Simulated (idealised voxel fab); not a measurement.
Process module name: voxel capacitor over wiring
Cross-section cut spans 225 nm and uses square cells 5 nm in size.
Cross-section layout: square cells on a grid; listed as bands, top to bottom; a band spans one or more cell rows. This entry defines a band. It first specifies the height of the band's top and the height of its bottom in nm, and then specifies the band's materials from left to right, stating each material with its width in nm. The word "all across" identifies a single material that fills the band from edge to edge, while the word "blank" identifies empty space. Ref level 0: as-received wafer is one material below here. Bottom band extends down with no lower bound ("0..down"). The notation "30 to 40" denotes a width that varies across the rows of cells in the band, beginning at the first number in the top row, finishing at the second number in the bottom row, and changing by an identical amount from each row to the next. "nothing was modified" (step): cross-section cells unchanged, all of them. Any empty space of 8 cells or more lacking an open way to the top shows up in "Enclosed void entries" as width x height at distance, distance from the left edge, in nm. What comes after the settings on a step's line is commentary from the simulator itself on that step. "overlay nm" denotes, for a step that has a mask, the displacement of the mask to the right of its planned place, with negative values corresponding to the left.
This section lists the process steps that were planned
| 1 | RECEIVE, material Si |
| 2 | CONFORMAL_DEP, material SiO2, thk nm 10 |
| 3 | CONFORMAL_DEP, material SiN, thk nm 5 |
| 4 | DIRECTIONAL_DEP, material SiO2, thk nm 20 |
| 5 | DIRECTIONAL_DEP, material aC, thk nm 15 |
| 6 | PATTERN, tone open, mask id METAL_1, material resist, width nm 25, pitch nm 85, thk nm 35, overlay nm 0 |
| 7 | DIRECTIONAL_ETCH, etch materials aC, depth nm 15 |
| 8 | STRIP, etch materials resist |
| 9 | DIRECTIONAL_ETCH, etch materials SiO2, depth nm 20 |
| 10 | DIRECTIONAL_ETCH, etch materials SiN, depth nm 5 |
| 11 | STRIP, etch materials aC |
| 12 | CONFORMAL_DEP, material TiN, thk nm 5 |
| 13 | FILL_DEP, material Cu, thk nm 10 |
| 14 | CMP, height nm 35 |
| 15 | CONFORMAL_DEP, material SiCN, thk nm 5 |
| 16 | DIRECTIONAL_DEP, material lowk, thk nm 20 |
| 17 | MASKED_ETCH, tone open, mask id PLUG_1, width nm 15, etch materials lowk, depth nm 20, overlay nm 0 |
| 18 | MASKED_ETCH, tone open, mask id PLUG_1, width nm 15, etch materials SiCN, depth nm 5, overlay nm 0 |
| 19 | CONFORMAL_DEP, material TiN, thk nm 5 |
| 20 | FILL_DEP, material W, thk nm 5 |
| 21 | CMP, height nm 60 |
| 22 | DIRECTIONAL_DEP, material TiN, thk nm 10 |
| 23 | DIRECTIONAL_DEP, material SiN, thk nm 5 |
| 24 | DIRECTIONAL_DEP, material TiN, thk nm 10 |
| 25 | PATTERN, tone cover, mask id UPPER_PLATE, material resist, width nm 65, thk nm 20, overlay nm 0 |
| 26 | DIRECTIONAL_ETCH, etch materials TiN, depth nm 10 |
| 27 | DIRECTIONAL_ETCH, etch materials SiN, depth nm 5 |
| 28 | STRIP, etch materials resist |
| 29 | MASKED_ETCH, tone cover, mask id LOWER_PLATE, width nm 75, etch materials TiN, depth nm 10, overlay nm 0 |
| 30 | FILL_DEP, material SiO2, thk nm 15 |
| 31 | CMP, height nm 95 |
| 32 | DIRECTIONAL_DEP, material aC, thk nm 10 |
| 33 | PATTERN, tone open, mask id PLUG_2, material resist, width nm 15, thk nm 25, overlay nm 0 |
| 34 | DIRECTIONAL_ETCH, etch materials aC, depth nm 10 |
| 35 | STRIP, etch materials resist |
| 36 | DIRECTIONAL_ETCH, etch materials SiO2, depth nm 10 |
| 37 | STRIP, etch materials aC |
| 38 | CONFORMAL_DEP, material TiN, thk nm 5 |
| 39 | FILL_DEP, material Cu, thk nm 10 |
| 40 | CMP, height nm 95 |
| 41 | CONFORMAL_DEP, material SiCN, thk nm 5 |
On the first of the two wafers: run conducted according to plan
Cross-section of the wafer upon arrival, representing the state reached after step 1
    0..down  Si all across
    Enclosed void entries: none
Step 2 done - wafer cross-section
    10..0  SiO2 all across
    Note: structure below 0 unchanged.
Step 3 done - wafer cross-section
    15..10  SiN all across
    Note: structure below 10 unchanged.
Step 4 done - wafer cross-section
    35..15  SiO2 all across
    Note: structure below 15 unchanged.
Step 5 done - wafer cross-section
    50..35  aC all across
    Note: structure below 35 unchanged.
Step 6 done - wafer cross-section
    85..50  resist 55 nm  blank 25 nm  resist 60 nm  blank 25 nm  resist 60 nm
    Note: structure below 50 unchanged.
Step 7 done - wafer cross-section
    70..50  resist 55 nm  blank 25 nm  resist 60 nm  blank 25 nm  resist 60 nm
    50..35  aC 55 nm  blank 25 nm  aC 60 nm  blank 25 nm  aC 60 nm
    Note: structure below 35 unchanged.
Step 8 done - wafer cross-section
    50..35  aC 55 nm  blank 25 nm  aC 60 nm  blank 25 nm  aC 60 nm
    Note: structure below 35 unchanged.
Step 9 done - wafer cross-section
    50..35  aC 55 nm  blank 25 nm  aC 60 nm  blank 25 nm  aC 60 nm
    35..15  SiO2 55 nm  blank 25 nm  SiO2 60 nm  blank 25 nm  SiO2 60 nm
    Note: structure below 15 unchanged.
Step 10 done - wafer cross-section
    50..35  aC 55 nm  blank 25 nm  aC 60 nm  blank 25 nm  aC 60 nm
    35..15  SiO2 55 nm  blank 25 nm  SiO2 60 nm  blank 25 nm  SiO2 60 nm
    15..10  SiN 55 nm  blank 25 nm  SiN 60 nm  blank 25 nm  SiN 60 nm
    Note: structure below 10 unchanged.
Step 11 done - wafer cross-section
    35..15  SiO2 55 nm  blank 25 nm  SiO2 60 nm  blank 25 nm  SiO2 60 nm
    Note: structure below 15 unchanged.
Step 12 done - wafer cross-section
    40..35  TiN 60 nm  blank 15 nm  TiN 70 nm  blank 15 nm  TiN 65 nm
    35..15  SiO2 55 nm  TiN 5 nm  blank 15 nm  TiN 5 nm  SiO2 60 nm  TiN 5 nm  blank 15 nm  TiN 5 nm  SiO2 60 nm
    15..10  SiN 55 nm  TiN 25 nm  SiN 60 nm  TiN 25 nm  SiN 60 nm
    Note: structure below 10 unchanged.
Step 13 done - wafer cross-section
    50..40  Cu all across
    40..35  TiN 60 nm  Cu 15 nm  TiN 70 nm  Cu 15 nm  TiN 65 nm
    35..15  SiO2 55 nm  TiN 5 nm  Cu 15 nm  TiN 5 nm  SiO2 60 nm  TiN 5 nm  Cu 15 nm  TiN 5 nm  SiO2 60 nm
    Note: structure below 15 unchanged.
Step 14 done - wafer cross-section
    35..15  SiO2 55 nm  TiN 5 nm  Cu 15 nm  TiN 5 nm  SiO2 60 nm  TiN 5 nm  Cu 15 nm  TiN 5 nm  SiO2 60 nm
    Note: structure below 15 unchanged.
Step 15 done - wafer cross-section
    40..35  SiCN all across
    Note: structure below 35 unchanged.
Step 16 done - wafer cross-section
    60..40  lowk all across
    Note: structure below 40 unchanged.
Step 17 done - wafer cross-section
    60..40  lowk 65 nm  blank 15 nm  lowk 145 nm
    Note: structure below 40 unchanged.
Step 18 done - wafer cross-section
    60..40  lowk 65 nm  blank 15 nm  lowk 145 nm
    40..35  SiCN 65 nm  blank 15 nm  SiCN 145 nm
    Note: structure below 35 unchanged.
Step 19 done - wafer cross-section
    65..60  TiN 70 nm  blank 5 nm  TiN 150 nm
    60..40  lowk 65 nm  TiN 5 nm  blank 5 nm  TiN 5 nm  lowk 145 nm
    40..35  SiCN 65 nm  TiN 15 nm  SiCN 145 nm
    Note: structure below 35 unchanged.
Step 20 done - wafer cross-section
    70..65  W all across
    65..60  TiN 70 nm  W 5 nm  TiN 150 nm
    60..40  lowk 65 nm  TiN 5 nm  W 5 nm  TiN 5 nm  lowk 145 nm
    Note: structure below 40 unchanged.
Step 21 done - wafer cross-section
    60..40  lowk 65 nm  TiN 5 nm  W 5 nm  TiN 5 nm  lowk 145 nm
    Note: structure below 40 unchanged.
Step 22 done - wafer cross-section
    70..60  TiN all across
    Note: structure below 60 unchanged.
Step 23 done - wafer cross-section
    75..70  SiN all across
    Note: structure below 70 unchanged.
Step 24 done - wafer cross-section
    85..75  TiN all across
    Note: structure below 75 unchanged.
Step 25 done - wafer cross-section
    105..85  blank 65 nm  resist 65 nm  blank 95 nm
    Note: structure below 85 unchanged.
Step 26 done - wafer cross-section
    105..85  blank 65 nm  resist 65 nm  blank 95 nm
    85..75  blank 65 nm  TiN 65 nm  blank 95 nm
    Note: structure below 75 unchanged.
Step 27 done - wafer cross-section
    105..85  blank 65 nm  resist 65 nm  blank 95 nm
    85..75  blank 65 nm  TiN 65 nm  blank 95 nm
    75..70  blank 65 nm  SiN 65 nm  blank 95 nm
    Note: structure below 70 unchanged.
Step 28 done - wafer cross-section
    85..75  blank 65 nm  TiN 65 nm  blank 95 nm
    Note: structure below 75 unchanged.
Step 29 done - wafer cross-section
    85..75  blank 65 nm  TiN 65 nm  blank 95 nm
    75..70  blank 65 nm  SiN 65 nm  blank 95 nm
    70..60  blank 60 nm  TiN 75 nm  blank 90 nm
    Note: structure below 60 unchanged.
Step 30 done - wafer cross-section
    100..85  SiO2 all across
    85..75  SiO2 65 nm  TiN 65 nm  SiO2 95 nm
    75..70  SiO2 65 nm  SiN 65 nm  SiO2 95 nm
    70..60  SiO2 60 nm  TiN 75 nm  SiO2 90 nm
    Note: structure below 60 unchanged.
Step 31 done - wafer cross-section
    95..85  SiO2 all across
    Note: structure below 85 unchanged.
Step 32 done - wafer cross-section
    105..95  aC all across
    Note: structure below 95 unchanged.
Step 33 done - wafer cross-section
    130..105  resist 75 nm  blank 15 nm  resist 135 nm
    Note: structure below 105 unchanged.
Step 34 done - wafer cross-section
    120..105  resist 75 nm  blank 15 nm  resist 135 nm
    105..95  aC 75 nm  blank 15 nm  aC 135 nm
    Note: structure below 95 unchanged.
Step 35 done - wafer cross-section
    105..95  aC 75 nm  blank 15 nm  aC 135 nm
    Note: structure below 95 unchanged.
Step 36 done - wafer cross-section
    105..95  aC 75 nm  blank 15 nm  aC 135 nm
    95..85  SiO2 75 nm  blank 15 nm  SiO2 135 nm
    Note: structure below 85 unchanged.
Step 37 done - wafer cross-section
    95..85  SiO2 75 nm  blank 15 nm  SiO2 135 nm
    Note: structure below 85 unchanged.
Step 38 done - wafer cross-section
    100..95  TiN 80 nm  blank 5 nm  TiN 140 nm
    95..90  SiO2 75 nm  TiN 5 nm  blank 5 nm  TiN 5 nm  SiO2 135 nm
    90..85  SiO2 75 nm  TiN 15 nm  SiO2 135 nm
    Note: structure below 85 unchanged.
Step 39 done - wafer cross-section
    110..100  Cu all across
    100..95  TiN 80 nm  Cu 5 nm  TiN 140 nm
    95..90  SiO2 75 nm  TiN 5 nm  Cu 5 nm  TiN 5 nm  SiO2 135 nm
    Note: structure below 90 unchanged.
Step 40 done - wafer cross-section
    95..90  SiO2 75 nm  TiN 5 nm  Cu 5 nm  TiN 5 nm  SiO2 135 nm
    Note: structure below 90 unchanged.
Step 41 done - wafer cross-section
    100..95  SiCN all across
    Note: structure below 95 unchanged.
Second wafer: same start and same plan as the first, one execution error; identical to the first through step 5
When step 6 should have ended
    85..50  resist 50 nm  blank 35 nm  resist 50 nm  blank 35 nm  resist 55 nm
    Note: structure below 50 unchanged.
When step 7 should have ended
    70..50  resist 50 nm  blank 35 nm  resist 50 nm  blank 35 nm  resist 55 nm
    50..35  aC 50 nm  blank 35 nm  aC 50 nm  blank 35 nm  aC 55 nm
    Note: structure below 35 unchanged.
When step 8 should have ended
    50..35  aC 50 nm  blank 35 nm  aC 50 nm  blank 35 nm  aC 55 nm
    Note: structure below 35 unchanged.
When step 9 should have ended
    50..35  aC 50 nm  blank 35 nm  aC 50 nm  blank 35 nm  aC 55 nm
    35..15  SiO2 50 nm  blank 35 nm  SiO2 50 nm  blank 35 nm  SiO2 55 nm
    Note: structure below 15 unchanged.
When step 10 should have ended
    50..35  aC 50 nm  blank 35 nm  aC 50 nm  blank 35 nm  aC 55 nm
    35..15  SiO2 50 nm  blank 35 nm  SiO2 50 nm  blank 35 nm  SiO2 55 nm
    15..10  SiN 50 nm  blank 35 nm  SiN 50 nm  blank 35 nm  SiN 55 nm
    Note: structure below 10 unchanged.
When step 11 should have ended
    35..15  SiO2 50 nm  blank 35 nm  SiO2 50 nm  blank 35 nm  SiO2 55 nm
    Note: structure below 15 unchanged.
When step 12 should have ended
    40..35  TiN 55 nm  blank 25 nm  TiN 60 nm  blank 25 nm  TiN 60 nm
    35..15  SiO2 50 nm  TiN 5 nm  blank 25 nm  TiN 5 nm  SiO2 50 nm  TiN 5 nm  blank 25 nm  TiN 5 nm  SiO2 55 nm
    15..10  SiN 50 nm  TiN 35 nm  SiN 50 nm  TiN 35 nm  SiN 55 nm
    Note: structure below 10 unchanged.
When step 13 should have ended
    50..40  Cu all across
    40..35  TiN 55 nm  Cu 25 nm  TiN 60 nm  Cu 25 nm  TiN 60 nm
    35..15  SiO2 50 nm  TiN 5 nm  Cu 25 nm  TiN 5 nm  SiO2 50 nm  TiN 5 nm  Cu 25 nm  TiN 5 nm  SiO2 55 nm
    Note: structure below 15 unchanged.
When step 14 should have ended
    35..15  SiO2 50 nm  TiN 5 nm  Cu 25 nm  TiN 5 nm  SiO2 50 nm  TiN 5 nm  Cu 25 nm  TiN 5 nm  SiO2 55 nm
    Note: structure below 15 unchanged.
When step 15 should have ended
    40..35  SiCN all across
    Note: structure below 35 unchanged.
When step 16 should have ended
    60..40  lowk all across
    Note: structure below 40 unchanged.
When step 17 should have ended
    60..40  lowk 65 nm  blank 15 nm  lowk 145 nm
    Note: structure below 40 unchanged.
When step 18 should have ended
    60..40  lowk 65 nm  blank 15 nm  lowk 145 nm
    40..35  SiCN 65 nm  blank 15 nm  SiCN 145 nm
    Note: structure below 35 unchanged.
When step 19 should have ended
    65..60  TiN 70 nm  blank 5 nm  TiN 150 nm
    60..40  lowk 65 nm  TiN 5 nm  blank 5 nm  TiN 5 nm  lowk 145 nm
    40..35  SiCN 65 nm  TiN 15 nm  SiCN 145 nm
    Note: structure below 35 unchanged.
When step 20 should have ended
    70..65  W all across
    65..60  TiN 70 nm  W 5 nm  TiN 150 nm
    60..40  lowk 65 nm  TiN 5 nm  W 5 nm  TiN 5 nm  lowk 145 nm
    Note: structure below 40 unchanged.
When step 21 should have ended
    60..40  lowk 65 nm  TiN 5 nm  W 5 nm  TiN 5 nm  lowk 145 nm
    Note: structure below 40 unchanged.
When step 22 should have ended
    70..60  TiN all across
    Note: structure below 60 unchanged.
When step 23 should have ended
    75..70  SiN all across
    Note: structure below 70 unchanged.
When step 24 should have ended
    85..75  TiN all across
    Note: structure below 75 unchanged.
When step 25 should have ended
    105..85  blank 65 nm  resist 65 nm  blank 95 nm
    Note: structure below 85 unchanged.
When step 26 should have ended
    105..85  blank 65 nm  resist 65 nm  blank 95 nm
    85..75  blank 65 nm  TiN 65 nm  blank 95 nm
    Note: structure below 75 unchanged.
When step 27 should have ended
    105..85  blank 65 nm  resist 65 nm  blank 95 nm
    85..75  blank 65 nm  TiN 65 nm  blank 95 nm
    75..70  blank 65 nm  SiN 65 nm  blank 95 nm
    Note: structure below 70 unchanged.
When step 28 should have ended
    85..75  blank 65 nm  TiN 65 nm  blank 95 nm
    Note: structure below 75 unchanged.
When step 29 should have ended
    85..75  blank 65 nm  TiN 65 nm  blank 95 nm
    75..70  blank 65 nm  SiN 65 nm  blank 95 nm
    70..60  blank 60 nm  TiN 75 nm  blank 90 nm
    Note: structure below 60 unchanged.
When step 30 should have ended
    100..85  SiO2 all across
    85..75  SiO2 65 nm  TiN 65 nm  SiO2 95 nm
    75..70  SiO2 65 nm  SiN 65 nm  SiO2 95 nm
    70..60  SiO2 60 nm  TiN 75 nm  SiO2 90 nm
    Note: structure below 60 unchanged.
When step 31 should have ended
    95..85  SiO2 all across
    Note: structure below 85 unchanged.
When step 32 should have ended
    105..95  aC all across
    Note: structure below 95 unchanged.
When step 33 should have ended
    130..105  resist 75 nm  blank 15 nm  resist 135 nm
    Note: structure below 105 unchanged.
When step 34 should have ended
    120..105  resist 75 nm  blank 15 nm  resist 135 nm
    105..95  aC 75 nm  blank 15 nm  aC 135 nm
    Note: structure below 95 unchanged.
When step 35 should have ended
    105..95  aC 75 nm  blank 15 nm  aC 135 nm
    Note: structure below 95 unchanged.
When step 36 should have ended
    105..95  aC 75 nm  blank 15 nm  aC 135 nm
    95..85  SiO2 75 nm  blank 15 nm  SiO2 135 nm
    Note: structure below 85 unchanged.
When step 37 should have ended
    95..85  SiO2 75 nm  blank 15 nm  SiO2 135 nm
    Note: structure below 85 unchanged.
When step 38 should have ended
    100..95  TiN 80 nm  blank 5 nm  TiN 140 nm
    95..90  SiO2 75 nm  TiN 5 nm  blank 5 nm  TiN 5 nm  SiO2 135 nm
    90..85  SiO2 75 nm  TiN 15 nm  SiO2 135 nm
    Note: structure below 85 unchanged.
When step 39 should have ended
    110..100  Cu all across
    100..95  TiN 80 nm  Cu 5 nm  TiN 140 nm
    95..90  SiO2 75 nm  TiN 5 nm  Cu 5 nm  TiN 5 nm  SiO2 135 nm
    Note: structure below 90 unchanged.
When step 40 should have ended
    95..90  SiO2 75 nm  TiN 5 nm  Cu 5 nm  TiN 5 nm  SiO2 135 nm
    Note: structure below 90 unchanged.
When step 41 should have ended
    100..95  SiCN all across
    Note: structure below 95 unchanged.
What broke from the plan during processing? not per plan at step 6, really ran PATTERN, tone open, mask id METAL_1, material resist, width nm 35, pitch nm 85, thk nm 35, overlay nm 0
Wrapping up, a cell-based count of both wafers puts the second over or under the first for these materials: Cu: 16 more; SiN: 4 fewer; SiO2: 16 fewer; TiN: 4 more
